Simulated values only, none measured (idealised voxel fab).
A process module follows: voxel self aligned vias.
It is cross-section cut that appears here, measuring 170 nm in width, its square cells being 5 nm in size.
For the purposes of this document, a cross-section shall be understood as a grid of square cells, specified as bands listed in top-to-bottom order, each band consisting of one or more rows of cells.
Top height, bottom height, nm. Materials left to right, width each, nm. Single material + "edge to edge" = fills band edge to edge. "blank" = empty.
Height is counted from the level 0, under which the received wafer is composed throughout of one material. The lowest of the bands is not closed at the bottom but continues downward, in the notation "0 -> down".
The two numbers in a width such as "30..40" mark its ends across the band: the first belongs to the top row of cells, the second to the bottom row, and from each row to the next the width moves by the same amount.
It should be understood that the words "nothing altered", when stated for a given step, signify that the cross-section underwent no change in any of its cells during that step.
"Voids, fully enclosed" contains a list of empty spaces, each no smaller than 8 cells and without an open way to the top, written in the form width x height at distance with the distance from the left edge and all three in nm.
If you see something after the settings on a step's line, that's the simulator's own remark about that step.
Steps that use a mask can have "overlay nm" on their line. It says how far the mask sat to the right of where it was meant to be. Negative means to the left.

### The planned process steps are enumerated hereunder
step 1: RECEIVE, material Si
step 2: CONFORMAL_DEP, material SiO2, thk nm 15
step 3: CONFORMAL_DEP, material SiCN, thk nm 5
step 4: DIRECTIONAL_DEP, material SiO2, thk nm 30
step 5: MASKED_ETCH, tone open, mask id LINES, width nm 30, pitch nm 75, etch materials SiO2, depth nm 30, overlay nm 0
step 6: CONFORMAL_DEP, material TiN, thk nm 5
step 7: FILL_DEP, material W, thk nm 5
step 8: CMP, height nm 50
step 9: SELECTIVE_ETCH, etch materials W Ru TiN, depth nm 10
step 10: FILL_DEP, material SiN, thk nm 5
step 11: CMP, height nm 50
step 12: DIRECTIONAL_DEP, material SiO2, thk nm 20
step 13: PATTERN, tone open, mask id VIAS, material resist, width nm 50, pitch nm 75, thk nm 20, overlay nm 0
step 14: DIRECTIONAL_ETCH, etch materials SiO2, depth nm 20
step 15: DIRECTIONAL_ETCH, etch materials SiN, depth nm 10
step 16: STRIP, etch materials resist
step 17: CONFORMAL_DEP, material TiN, thk nm 5
step 18: FILL_DEP, material Cu, thk nm 5
step 19: CMP, height nm 70
step 20: CONFORMAL_DEP, material SiCN, thk nm 5

### as received, after step 1
- 0 -> down | Si edge to edge
- Voids, fully enclosed: none

### Looking at the first of two wafers in cross-section at end of module - ran to plan
- 75 -> 70 | SiCN edge to edge
- 70 -> 55 | 20 SiO2  5 TiN  40 Cu  5 TiN  25 SiO2  5 TiN  40 Cu  5 TiN  25 SiO2
- 55 -> 45 | 20..30 SiO2  15..5 TiN  20 Cu  15..5 TiN  25..45 SiO2  15..5 TiN  20 Cu  15..5 TiN  25..35 SiO2
- 45 -> 40 | 30 SiO2  30 TiN  45 SiO2  30 TiN  35 SiO2
- 40 -> 25 | 30 SiO2  5 TiN  20 W  5 TiN  45 SiO2  5 TiN  20 W  5 TiN  35 SiO2
- 25 -> 20 | 30 SiO2  30 TiN  45 SiO2  30 TiN  35 SiO2
- 20 -> 15 | SiCN edge to edge
- 15 -> 0 | SiO2 edge to edge
- 0 -> down | Si edge to edge
- Voids, fully enclosed: none

### Wafer two cross-section, module end. Start and plan unchanged from wafer one; one mistake made during the run
- 75 -> 70 | SiCN edge to edge
- 70 -> 55 | 15 SiO2  5 TiN  40 Cu  5 TiN  25 SiO2  5 TiN  40 Cu  5 TiN  30 SiO2
- 55 -> 45 | 15..30 SiO2  20..5 TiN  20 Cu  10..5 TiN  25..45 SiO2  20..5 TiN  20 Cu  10..5 TiN  30..35 SiO2
- 45 -> 40 | 30 SiO2  30 TiN  45 SiO2  30 TiN  35 SiO2
- 40 -> 25 | 30 SiO2  5 TiN  20 W  5 TiN  45 SiO2  5 TiN  20 W  5 TiN  35 SiO2
- 25 -> 20 | 30 SiO2  30 TiN  45 SiO2  30 TiN  35 SiO2
- 20 -> 15 | SiCN edge to edge
- 15 -> 0 | SiO2 edge to edge
- 0 -> down | Si edge to edge
- Voids, fully enclosed: none
what went wrong: step 13, actual vs plan mismatch, actual run PATTERN, tone open, mask id VIAS, material resist, width nm 50, pitch nm 75, thk nm 20, overlay nm -5
By the end, you'd get the same cell count for each material on either wafer, but the second wafer puts them somewhere else.
